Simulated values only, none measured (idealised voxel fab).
process module | voxel self aligned vias
cross-section cut | 265 nm wide | cells 5 nm
A cross-section is a grid of square cells, given in bands from the top down. A band is one or more rows of cells.
Each band's line starts with the height of the band's top and of its bottom, in nm. Then come its materials from left to right, each with its width in nm. One material with "throughout" fills the band from edge to edge. "air" is empty space.
Height 0 is the level under which the wafer as received is all one material. The lowest band goes on downwards, as in "0 down".
A width such as "30 to 40" changes by the same amount from each row of cells to the next, from the band's top row to its bottom row.
"no change" after a step means that no cell of the cross-section changed.
closed voids: empty space of 8 cells or more with no open way to the top, each as width x height at its distance from the left edge, in nm
after a step's settings: what the simulator itself notes on the step
overlay nm, on a step with a mask: how far to the right of its planned place the mask lay; to the left if negative
plan
1 op RECEIVE | material Si
2 op CONFORMAL_DEP | material SiO2 | thk nm 10
3 op CONFORMAL_DEP | material SiCN | thk nm 5
4 op DIRECTIONAL_DEP | material SiO2 | thk nm 25
5 op MASKED_ETCH | tone open | mask id LINES | width nm 25 | pitch nm 60 | etch materials SiO2 | depth nm 25 | overlay nm 0
6 op CONFORMAL_DEP | material TiN | thk nm 5
7 op FILL_DEP | material W | thk nm 10
8 op CMP | height nm 40
9 op SELECTIVE_ETCH | etch materials W Ru TiN | depth nm 5
10 op FILL_DEP | material SiN | thk nm 10
11 op CMP | height nm 40
12 op DIRECTIONAL_DEP | material SiO2 | thk nm 20
13 op PATTERN | tone open | mask id VIAS | material resist | width nm 35 | pitch nm 120 | thk nm 20 | overlay nm 0
14 op DIRECTIONAL_ETCH | etch materials SiO2 | depth nm 20
15 op DIRECTIONAL_ETCH | etch materials SiN | depth nm 5
16 op STRIP | etch materials resist
17 op CONFORMAL_DEP | material TiN | thk nm 5
18 op FILL_DEP | material Ru | thk nm 5
19 op CMP | height nm 60
20 op CONFORMAL_DEP | material SiN | thk nm 5
as received, after step 1
  0 down: Si throughout
  closed voids: none
a wafer at the end: this start, this plan, one mistake
  65 to 60: SiN throughout
  60 to 45: SiO2 55 | TiN 5 | Ru 30 | TiN 5 | SiO2 80 | TiN 5 | Ru 30 | TiN 5 | SiO2 50
  45 to 40: SiO2 55 | TiN 10 | Ru 15 | TiN 15 | SiO2 80 | TiN 10 | Ru 15 | TiN 15 | SiO2 50
  40 to 35: SiO2 60 | TiN 25 | SiO2 35 | SiN 25 | SiO2 35 | TiN 25 | SiO2 60
  35 to 20: SiO2 60 | TiN 5 | W 15 | TiN 5 | SiO2 35 | TiN 5 | W 15 | TiN 5 | SiO2 35 | TiN 5 | W 15 | TiN 5 | SiO2 60
  20 to 15: SiO2 60 | TiN 25 | SiO2 35 | TiN 25 | SiO2 35 | TiN 25 | SiO2 60
  15 to 10: SiCN throughout
  10 to 0: SiO2 throughout
  0 down: Si throughout
  closed voids: none
what went wrong: step 13 ran as: op PATTERN | tone open | mask id VIAS | material resist | width nm 40 | pitch nm 120 | thk nm 20 | overlay nm 0
